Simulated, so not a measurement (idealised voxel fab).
Process module name: voxel quadruple lines
FYI the section here is cut, 275 nm wide, cells are 5 nm squares.
Cross-section layout: square cells on a grid; listed as bands, top to bottom; a band spans one or more cell rows. Heights first: top, then bottom, in nm. Then materials, left to right, each with a width in nm. "full width" on a single material: fills the band edge to edge. "air": empty space. Heads up on the height convention: 0 is the point under which the incoming wafer is all one material, and the lowest band has no bottom, it just keeps going down, like "0..down". It should be noted that a width expressed as "30 to 40" varies in equal increments from row to row of cells within the band, taking the value of the first number at the top row and that of the second number at the bottom row. No cell of the cross-section changed in a step that is given as "nothing different". "Entrapped voids" lists enclosed empty spaces (at least 8 cells, no open path upward to the top), each as width x height at distance from the left edge, in nm. Anything after a step's settings on that line? It's the simulator's own note about the step. A step line may carry the setting "overlay nm", which, for steps involving a mask, states the distance by which the mask lay to the right of its intended position; negative values denote displacement to the left.

Listed below are the process steps as planned:
1: RECEIVE (material Si)
2: CONFORMAL_DEP (material SiO2; thk nm 10)
3: DIRECTIONAL_DEP (material W; thk nm 10)
4: DIRECTIONAL_DEP (material polySi; thk nm 15)
5: DIRECTIONAL_DEP (material aC; thk nm 25)
6: PATTERN (tone cover; mask id MANDREL; material resist; width nm 30; thk nm 35; overlay nm 0)
7: DIRECTIONAL_ETCH (etch materials aC; depth nm 25)
8: STRIP (etch materials resist)
9: CONFORMAL_DEP (material SiO2; thk nm 10)
10: DIRECTIONAL_ETCH (etch materials SiO2; depth nm 10)
11: STRIP (etch materials aC)
12: DIRECTIONAL_ETCH (etch materials polySi; depth nm 15)
13: STRIP (etch materials SiO2)
14: CONFORMAL_DEP (material SiCN; thk nm 10)
15: DIRECTIONAL_ETCH (etch materials SiCN; depth nm 10)
16: STRIP (etch materials polySi)
17: DIRECTIONAL_ETCH (etch materials W; depth nm 10)
18: STRIP (etch materials SiCN)

This is the cross-section of the wafer as we received it, i.e. after step 1:
  0..down | Si full width
  Entrapped voids: none

Looking at the first of two wafers in cross-section at end of module - ran to plan:
  20..10 | 100 air | 10 W | 10 air | 10 W | 10 air | 10 W | 10 air | 10 W | 105 air
  10..0 | SiO2 full width
  0..down | Si full width
  Entrapped voids: none

Cross-section, second wafer: same start as the first, same plan as the first, one mistake in running it; taken at the end of the module:
  45..20 | aC full width
  20..10 | W full width
  10..0 | SiO2 full width
  0..down | Si full width
  Entrapped voids: none
Short version of what went wrong: swap of plan steps 4 and 5 during execution
Final wafer comparison in cells, second versus first, more or fewer per material: +94 W | +275 aC
